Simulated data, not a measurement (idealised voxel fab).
process module | voxel fin reveal
cross-section cut | 215 nm wide | cells 5 nm
A cross-section is a grid of square cells, given in bands from the top down. A band is one or more rows of cells.
Each band's line starts with the height of the band's top and of its bottom, in nm. Then come its materials from left to right, each with its width in nm. One material with "throughout" fills the band from edge to edge. "air" is empty space.
Height 0 is the level under which the wafer as received is all one material. The lowest band goes on downwards, as in "0 down".
A width such as "30 to 40" changes by the same amount from each row of cells to the next, from the band's top row to its bottom row.
"no change" after a step means that no cell of the cross-section changed.
closed voids: empty space of 8 cells or more with no open way to the top, each as width x height at its distance from the left edge, in nm
after a step's settings: what the simulator itself notes on the step
overlay nm, on a step with a mask: how far to the right of its planned place the mask lay; to the left if negative
plan
1 op RECEIVE | material Si
2 op CONFORMAL_DEP | material SiN | thk nm 5
3 op PATTERN | tone cover | mask id FINS | material resist | width nm 15 | pitch nm 40 | thk nm 15 | overlay nm 0
4 op DIRECTIONAL_ETCH | etch materials SiN | depth nm 5
5 op DIRECTIONAL_ETCH | etch materials Si | depth nm 40
6 op STRIP | etch materials resist
7 op FILL_DEP | material SiO2 | thk nm 15
8 op CMP | height nm 5
9 op SELECTIVE_ETCH | etch materials SiO2 | depth nm 15
10 op STRIP | etch materials SiN
first wafer, as planned
as received, after step 1
  0 down: Si throughout
  closed voids: none
after step 2
  5 to 0: SiN throughout
  below 0: unchanged
after step 3
  20 to 5: air 60 | resist 15 | air 25 | resist 15 | air 25 | resist 15 | air 60
  below 5: unchanged
after step 4
  20 to 5: air 60 | resist 15 | air 25 | resist 15 | air 25 | resist 15 | air 60
  5 to 0: air 60 | SiN 15 | air 25 | SiN 15 | air 25 | SiN 15 | air 60
  below 0: unchanged
after step 5
  20 to 5: air 60 | resist 15 | air 25 | resist 15 | air 25 | resist 15 | air 60
  5 to 0: air 60 | SiN 15 | air 25 | SiN 15 | air 25 | SiN 15 | air 60
  0 to -40: air 60 | Si 15 | air 25 | Si 15 | air 25 | Si 15 | air 60
  below -40: unchanged
after step 6
  5 to 0: air 60 | SiN 15 | air 25 | SiN 15 | air 25 | SiN 15 | air 60
  below 0: unchanged
after step 7
  20 to 5: SiO2 throughout
  5 to 0: SiO2 60 | SiN 15 | SiO2 25 | SiN 15 | SiO2 25 | SiN 15 | SiO2 60
  0 to -40: SiO2 60 | Si 15 | SiO2 25 | Si 15 | SiO2 25 | Si 15 | SiO2 60
  below -40: unchanged
after step 8
  5 to 0: SiO2 60 | SiN 15 | SiO2 25 | SiN 15 | SiO2 25 | SiN 15 | SiO2 60
  below 0: unchanged
after step 9
  5 to 0: air 60 | SiN 15 | air 25 | SiN 15 | air 25 | SiN 15 | air 60
  0 to -10: air 60 | Si 15 | air 25 | Si 15 | air 25 | Si 15 | air 60
  below -10: unchanged
after step 10
  0 to -10: air 60 | Si 15 | air 25 | Si 15 | air 25 | Si 15 | air 60
  below -10: unchanged
second wafer: like start, like plan, one mistake. Through step 2 it matches the first wafer
when step 3 should have ended
  20 to 5: air 55 | resist 25 | air 15 | resist 25 | air 15 | resist 25 | air 55
  below 5: unchanged
when step 4 should have ended
  20 to 5: air 55 | resist 25 | air 15 | resist 25 | air 15 | resist 25 | air 55
  5 to 0: air 55 | SiN 25 | air 15 | SiN 25 | air 15 | SiN 25 | air 55
  below 0: unchanged
when step 5 should have ended
  20 to 5: air 55 | resist 25 | air 15 | resist 25 | air 15 | resist 25 | air 55
  5 to 0: air 55 | SiN 25 | air 15 | SiN 25 | air 15 | SiN 25 | air 55
  0 to -40: air 55 | Si 25 | air 15 | Si 25 | air 15 | Si 25 | air 55
  below -40: unchanged
when step 6 should have ended
  5 to 0: air 55 | SiN 25 | air 15 | SiN 25 | air 15 | SiN 25 | air 55
  below 0: unchanged
when step 7 should have ended
  20 to 5: SiO2 throughout
  5 to 0: SiO2 55 | SiN 25 | SiO2 15 | SiN 25 | SiO2 15 | SiN 25 | SiO2 55
  0 to -40: SiO2 55 | Si 25 | SiO2 15 | Si 25 | SiO2 15 | Si 25 | SiO2 55
  below -40: unchanged
when step 8 should have ended
  5 to 0: SiO2 55 | SiN 25 | SiO2 15 | SiN 25 | SiO2 15 | SiN 25 | SiO2 55
  below 0: unchanged
when step 9 should have ended
  5 to 0: air 55 | SiN 25 | air 15 | SiN 25 | air 15 | SiN 25 | air 55
  0 to -10: air 55 | Si 25 | air 15 | Si 25 | air 15 | Si 25 | air 55
  below -10: unchanged
when step 10 should have ended
  0 to -10: air 55 | Si 25 | air 15 | Si 25 | air 15 | Si 25 | air 55
  below -10: unchanged
what went wrong: step 3 ran as: op PATTERN | tone cover | mask id FINS | material resist | width nm 25 | pitch nm 40 | thk nm 15 | overlay nm 0
at the end the second wafer has, in cells: 48 more of Si | 36 fewer of SiO2
